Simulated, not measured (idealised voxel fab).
voxel capacitor over wiring: a process module
We display cut, a cross-section 200 nm in width whose square cells are each 5 nm.
Square cells in a grid make up a cross-section in this document, and the grid is given as bands, listed from the top down, each one or more rows of cells.
Each band's line starts with the height of the band's top and of its bottom, in nm. Then come its materials from left to right, each with its width in nm. One material with "full width" fills the band from edge to edge. "air" is empty space.
Measure heights from 0. That's the level where, below it, the as-received wafer is all one material. The lowest band is bottomless and extends downward; write it as in "0 -> down".
A width given as "30->40" starts at the first number in the band's top row and ends at the second number in its bottom row, shifting by an equal amount at every step from row to row.
A step reported as "left unchanged" is a step in which no cell of the cross-section changed.
Entry "Entrapped voids" = empty spaces >= 8 cells with no open way to the top; each as width x height at distance, distance from left edge, all nm.
The remark found on a step's line after its settings is issued by the simulator itself and pertains to that step.
The setting "overlay nm" may be written on the line of a step. When the step uses a mask, the value reports how far to the right of the planned place the mask lay, and a negative value reports that it lay to the left.
**Listed below are the process steps as planned**
step 1: RECEIVE: material Si
step 2: CONFORMAL_DEP: material SiO2, thk nm 15
step 3: DIRECTIONAL_DEP: material TiN, thk nm 5
step 4: DIRECTIONAL_DEP: material Ru, thk nm 25
step 5: PATTERN: tone cover, mask id METAL_1, material resist, width nm 25, pitch nm 85, thk nm 20, overlay nm 0
step 6: DIRECTIONAL_ETCH: etch materials Ru, depth nm 25
step 7: DIRECTIONAL_ETCH: etch materials TiN, depth nm 5
step 8: STRIP: etch materials resist
step 9: FILL_DEP: material SiO2, thk nm 10
step 10: CMP: height nm 45
step 11: CONFORMAL_DEP: material SiCN, thk nm 5
step 12: DIRECTIONAL_DEP: material lowk, thk nm 20
step 13: MASKED_ETCH: tone open, mask id PLUG_1, width nm 15, etch materials lowk, depth nm 20, overlay nm 0
step 14: MASKED_ETCH: tone open, mask id PLUG_1, width nm 15, etch materials SiCN, depth nm 5, overlay nm 0
step 15: EPI: material Ru, thk nm 10
step 16: EPI: material Ru, thk nm 10
step 17: EPI: material Ru, thk nm 5
step 18: DIRECTIONAL_DEP: material TiN, thk nm 10
step 19: DIRECTIONAL_DEP: material HfO2, thk nm 5
step 20: DIRECTIONAL_DEP: material TiN, thk nm 10
step 21: DIRECTIONAL_DEP: material aC, thk nm 10
step 22: PATTERN: tone cover, mask id UPPER_PLATE, material resist, width nm 65, thk nm 30, overlay nm 0
step 23: DIRECTIONAL_ETCH: etch materials aC, depth nm 10
step 24: STRIP: etch materials resist
step 25: DIRECTIONAL_ETCH: etch materials TiN, depth nm 10
step 26: DIRECTIONAL_ETCH: etch materials HfO2, depth nm 5
step 27: STRIP: etch materials aC
step 28: DIRECTIONAL_DEP: material aC, thk nm 15
step 29: PATTERN: tone cover, mask id LOWER_PLATE, material resist, width nm 75, thk nm 35, overlay nm 0
step 30: DIRECTIONAL_ETCH: etch materials aC, depth nm 15
step 31: STRIP: etch materials resist
step 32: DIRECTIONAL_ETCH: etch materials TiN, depth nm 10
step 33: STRIP: etch materials aC
step 34: FILL_DEP: material SiO2, thk nm 20
step 35: CMP: height nm 110
step 36: PATTERN: tone open, mask id PLUG_2, material resist, width nm 15, thk nm 15, overlay nm 0
step 37: DIRECTIONAL_ETCH: etch materials SiO2, depth nm 15
step 38: STRIP: etch materials resist
step 39: CONFORMAL_DEP: material TiN, thk nm 5
step 40: FILL_DEP: material Ru, thk nm 10
step 41: CMP: height nm 110
step 42: CONFORMAL_DEP: material SiN, thk nm 5
**Delivered wafer in cross-section: state after step 1**
* 0 -> down | Si full width
* Entrapped voids: none
**Here's the wafer cut in cross-section after the module, started and planned just like above, except one thing was done wrong in the run**
* 130 -> 125 | SiN full width
* 125 -> 115 | Ru full width
* 115 -> 110 | 70 TiN; 5 Ru; 125 TiN
* 110 -> 100 | 65 SiO2; 5 TiN; 5 Ru; 5 TiN; 120 SiO2
* 100 -> 95 | 65 SiO2; 15 TiN; 120 SiO2
* 95 -> 85 | 55 SiO2; 65 TiN; 80 SiO2
* 85 -> 80 | 55 SiO2; 65 HfO2; 80 SiO2
* 80 -> 70 | 50 SiO2; 75 TiN; 75 SiO2
* 70 -> 50 | 55 lowk; 15 Ru; 130 lowk
* 50 -> 45 | 55 SiCN; 15 Ru; 130 SiCN
* 45 -> 20 | 45 SiO2; 25 Ru; 60 SiO2; 25 Ru; 45 SiO2
* 20 -> 15 | 45 SiO2; 25 TiN; 60 SiO2; 25 TiN; 45 SiO2
* 15 -> 0 | SiO2 full width
* 0 -> down | Si full width
* Entrapped voids: none
So what did we get wrong on this run? step 41 of the plan: omitted, not performed
